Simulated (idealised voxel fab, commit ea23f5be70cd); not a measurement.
process module | voxel ribs on slabs
cross-section cut | 265 nm wide | cells 5 nm
A cross-section is a grid of square cells, given in bands from the top down. A band is one or more rows of cells.
Each band's line starts with the height of the band's top and of its bottom, in nm. Then come its materials from left to right, each with its width in nm. One material with "throughout" fills the band from edge to edge. "air" is empty space.
Height 0 is the level under which the wafer as received is all one material. The lowest band goes on downwards, as in "0 down".
A width such as "30 to 40" changes by the same amount from each row of cells to the next, from the band's top row to its bottom row.
"no change" after a step means that no cell of the cross-section changed.
closed voids: empty space of 8 cells or more with no open way to the top, each as width x height at its distance from the left edge, in nm
after a step's settings: what the simulator itself notes on the step
overlay nm, on a step with a mask: how far to the right of its planned place the mask lay; to the left if negative
plan
1 op RECEIVE | material Si
2 op DIRECTIONAL_DEP | material SiO2 | thk nm 30
3 op DIRECTIONAL_DEP | material polySi | thk nm 20
4 op PATTERN | tone cover | mask id RIB | material resist | width nm 20 | thk nm 15 | overlay nm 0
5 op DIRECTIONAL_ETCH | etch materials polySi | depth nm 5
6 op STRIP | etch materials resist
7 op MASKED_ETCH | tone cover | mask id SLAB | width nm 60 | etch materials polySi | depth nm 15 | overlay nm 0
8 op FILL_DEP | material SiO2 | thk nm 20
9 op CMP | height nm 60
10 op DIRECTIONAL_DEP | material TiN | thk nm 10
11 op PATTERN | tone cover | mask id HEATER | material resist | width nm 40 | thk nm 15 | overlay nm 0
12 op DIRECTIONAL_ETCH | etch materials TiN | depth nm 10
13 op STRIP | etch materials resist
14 op CONFORMAL_DEP | material SiN | thk nm 10
varied across the wafers: width nm of step 4. The plan shows the first wafer's value. All wafers start alike
first wafer as received, after step 1
  0 down: Si throughout
  closed voids: none
first wafer at the end, after step 14
  80 to 70: air 100 | SiN 60 | air 105
  70 to 60: SiN 110 | TiN 40 | SiN 115
  60 to 50: SiO2 throughout
  50 to 45: SiO2 120 | polySi 20 | SiO2 125
  45 to 30: SiO2 100 | polySi 60 | SiO2 105
  30 to 0: SiO2 throughout
  0 down: Si throughout
  closed voids: none
last wafer at the end
  80 to 70: air 100 | SiN 60 | air 105
  70 to 60: SiN 110 | TiN 40 | SiN 115
  60 to 50: SiO2 throughout
  50 to 45: SiO2 110 | polySi 45 | SiO2 110
  45 to 30: SiO2 100 | polySi 60 | SiO2 105
  30 to 0: SiO2 throughout
  0 down: Si throughout
  closed voids: none
each wafer at the end: cells of each material gained (+) or lost (-) since it was received, then its closed voids
width nm 20 | +114 SiN | +596 SiO2 | +16 TiN | +40 polySi | closed voids: none
width nm 25 | +114 SiN | +595 SiO2 | +16 TiN | +41 polySi | closed voids: none
width nm 30 | +114 SiN | +594 SiO2 | +16 TiN | +42 polySi | closed voids: none
width nm 35 | +114 SiN | +593 SiO2 | +16 TiN | +43 polySi | closed voids: none
width nm 40 | +114 SiN | +592 SiO2 | +16 TiN | +44 polySi | closed voids: none
width nm 45 | +114 SiN | +591 SiO2 | +16 TiN | +45 polySi | closed voids: none
